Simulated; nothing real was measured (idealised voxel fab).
process module | voxel fin reveal
cross-section cut | 290 nm wide | cells 5 nm
A cross-section is a grid of square cells, given in bands from the top down. A band is one or more rows of cells.
Each band's line starts with the height of the band's top and of its bottom, in nm. Then come its materials from left to right, each with its width in nm. One material with "throughout" fills the band from edge to edge. "air" is empty space.
Height 0 is the level under which the wafer as received is all one material. The lowest band goes on downwards, as in "0 down".
A width such as "30 to 40" changes by the same amount from each row of cells to the next, from the band's top row to its bottom row.
"no change" after a step means that no cell of the cross-section changed.
closed voids: empty space of 8 cells or more with no open way to the top, each as width x height at its distance from the left edge, in nm
after a step's settings: what the simulator itself notes on the step
overlay nm, on a step with a mask: how far to the right of its planned place the mask lay; to the left if negative
plan
1 op RECEIVE | material Si
2 op CONFORMAL_DEP | material SiN | thk nm 5
3 op DIRECTIONAL_DEP | material aC | thk nm 10
4 op PATTERN | tone cover | mask id FINS | material resist | width nm 15 | pitch nm 35 | thk nm 30 | overlay nm 0
5 op DIRECTIONAL_ETCH | etch materials aC | depth nm 10
6 op STRIP | etch materials resist
7 op DIRECTIONAL_ETCH | etch materials SiN | depth nm 5
8 op DIRECTIONAL_ETCH | etch materials Si | depth nm 30
9 op STRIP | etch materials aC
10 op OXIDIZE | depth nm 5
11 op FILL_DEP | material SiO2 | thk nm 15
12 op CMP | height nm 5
13 op SELECTIVE_ETCH | etch materials SiO2 | depth nm 20
14 op STRIP | etch materials SiN
15 op CONFORMAL_DEP | material HfO2 | thk nm 5
as received, after step 1
  0 down: Si throughout
  closed voids: none
first wafer at the end, as planned
  5 to 0: air 120 | HfO2 15 | air 20 | HfO2 15 | air 120
  0 to -10: air 120 | HfO2 5 | Si 5 | HfO2 5 | air 20 | HfO2 5 | Si 5 | HfO2 5 | air 120
  -10 to -15: HfO2 125 | Si 5 | HfO2 30 | Si 5 | HfO2 125
  -15 to -35: SiO2 125 | Si 5 | SiO2 30 | Si 5 | SiO2 125
  -35 down: Si throughout
  closed voids: none
second wafer at the end: like start, like plan, one mistake
  5 to 0: air 120 | aC 15 | air 20 | aC 15 | air 120
  0 to -10: air 120 | aC 5 | Si 5 | aC 5 | air 20 | aC 5 | Si 5 | aC 5 | air 120
  -10 to -15: aC 125 | Si 5 | aC 30 | Si 5 | aC 125
  -15 to -35: SiO2 125 | Si 5 | SiO2 30 | Si 5 | SiO2 125
  -35 down: Si throughout
  closed voids: none
what went wrong: step 15 ran as: op CONFORMAL_DEP | material aC | thk nm 5
at the end the second wafer has, in cells: 70 fewer of HfO2 | 70 more of aC
